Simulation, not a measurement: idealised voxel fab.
process module | voxel ribs on slabs
cross-section cut | 175 nm wide | cells 5 nm
A cross-section is a grid of square cells, given in bands from the top down. A band is one or more rows of cells.
Each band's line starts with the height of the band's top and of its bottom, in nm. Then come its materials from left to right, each with its width in nm. One material with "throughout" fills the band from edge to edge. "air" is empty space.
Height 0 is the level under which the wafer as received is all one material. The lowest band goes on downwards, as in "0 down".
A width such as "30 to 40" changes by the same amount from each row of cells to the next, from the band's top row to its bottom row.
"no change" after a step means that no cell of the cross-section changed.
closed voids: empty space of 8 cells or more with no open way to the top, each as width x height at its distance from the left edge, in nm
after a step's settings: what the simulator itself notes on the step
overlay nm, on a step with a mask: how far to the right of its planned place the mask lay; to the left if negative
plan
1 op RECEIVE | material Si
2 op DIRECTIONAL_DEP | material SiO2 | thk nm 20
3 op DIRECTIONAL_DEP | material polySi | thk nm 15
4 op PATTERN | tone cover | mask id RIB | material resist | width nm 30 | thk nm 20 | overlay nm 0
5 op DIRECTIONAL_ETCH | etch materials polySi | depth nm 5
6 op STRIP | etch materials resist
7 op PATTERN | tone cover | mask id SLAB | material resist | width nm 90 | thk nm 20 | overlay nm 0
8 op DIRECTIONAL_ETCH | etch materials polySi | depth nm 10
9 op STRIP | etch materials resist
10 op FILL_DEP | material SiO2 | thk nm 30
11 op CMP | height nm 55
12 op DIRECTIONAL_DEP | material TiN | thk nm 10
13 op PATTERN | tone cover | mask id HEATER | material resist | width nm 40 | thk nm 20 | overlay nm 0
14 op DIRECTIONAL_ETCH | etch materials TiN | depth nm 10
15 op STRIP | etch materials resist
16 op CONFORMAL_DEP | material SiO2 | thk nm 10
as received, after step 1
  0 down: Si throughout
  closed voids: none
first wafer at the end, as planned
  75 to 65: air 55 | SiO2 60 | air 60
  65 to 55: SiO2 65 | TiN 40 | SiO2 70
  55 to 35: SiO2 throughout
  35 to 30: SiO2 70 | polySi 30 | SiO2 75
  30 to 20: SiO2 40 | polySi 90 | SiO2 45
  20 to 0: SiO2 throughout
  0 down: Si throughout
  closed voids: none
second wafer at the end: like start, like plan, one mistake
  75 to 65: air 55 | SiO2 60 | air 60
  65 to 55: SiO2 65 | TiN 40 | SiO2 70
  55 to 15: SiO2 throughout
  15 to 0: polySi throughout
  0 down: Si throughout
  closed voids: none
what went wrong: steps 2 and 3 were swapped
at the end the second wafer has, in cells: 63 fewer of SiO2 | 63 more of polySi
